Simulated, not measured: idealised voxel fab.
The following process module bears the name voxel double patterning.
Cross-sectional view cut (width: 160 nm; square cell size: 5 nm).
A cross-section in this document is a grid of square cells, and it is written down as bands, the top band listed before the ones below it; a band is made up of one or more rows of cells.
Per band: top height and bottom height in nm, followed by the left-to-right materials and their widths in nm; "edge to edge" marks a single material spanning edge to edge, "empty" marks empty space.
Convention: height 0 is the level below which the wafer, as received, is all one material. The lowest band does not terminate at the bottom but continues downward, represented as "0..down".
Top row gets the first number, bottom row gets the second, and each row in between changes by the same step: that is how a band width like "30->40" works.
Step marked "nothing different"? Then no cell in the cross-section changed in it.
Closed-off voids of 8+ cells (no open route to the top) go in "Closed void table", written width x height at distance from the left edge, in nm.
If you see something after the settings on a step's line, that's the simulator's own remark about that step.
overlay nm: mask offset rightward from planned place, masked step; negative means leftward offset.

Steps planned for the process:
1 RECEIVE | material Si
2 CONFORMAL_DEP | material SiO2 | thk nm 10
3 DIRECTIONAL_DEP | material W | thk nm 20
4 DIRECTIONAL_DEP | material SiCN | thk nm 5
5 MASKED_ETCH | tone open | mask id FIRST | width nm 15 | pitch nm 50 | etch materials SiCN | depth nm 5 | overlay nm 0
6 MASKED_ETCH | tone open | mask id SECOND | width nm 15 | pitch nm 50 | etch materials SiCN | depth nm 5 | overlay nm 0
7 DIRECTIONAL_ETCH | etch materials W | depth nm 20
8 STRIP | etch materials SiCN

Wafer cross-section on receipt, i.e. after step 1:
0..down: Si edge to edge
Closed void table: none

Cross-section, end of module. Start: as above. Plan: as above. Execution: one mistake:
30..20: SiO2 edge to edge
20..0: W edge to edge
0..down: Si edge to edge
Closed void table: none
Deviation from plan: transposition of steps 2 and 3 relative to the planned sequence
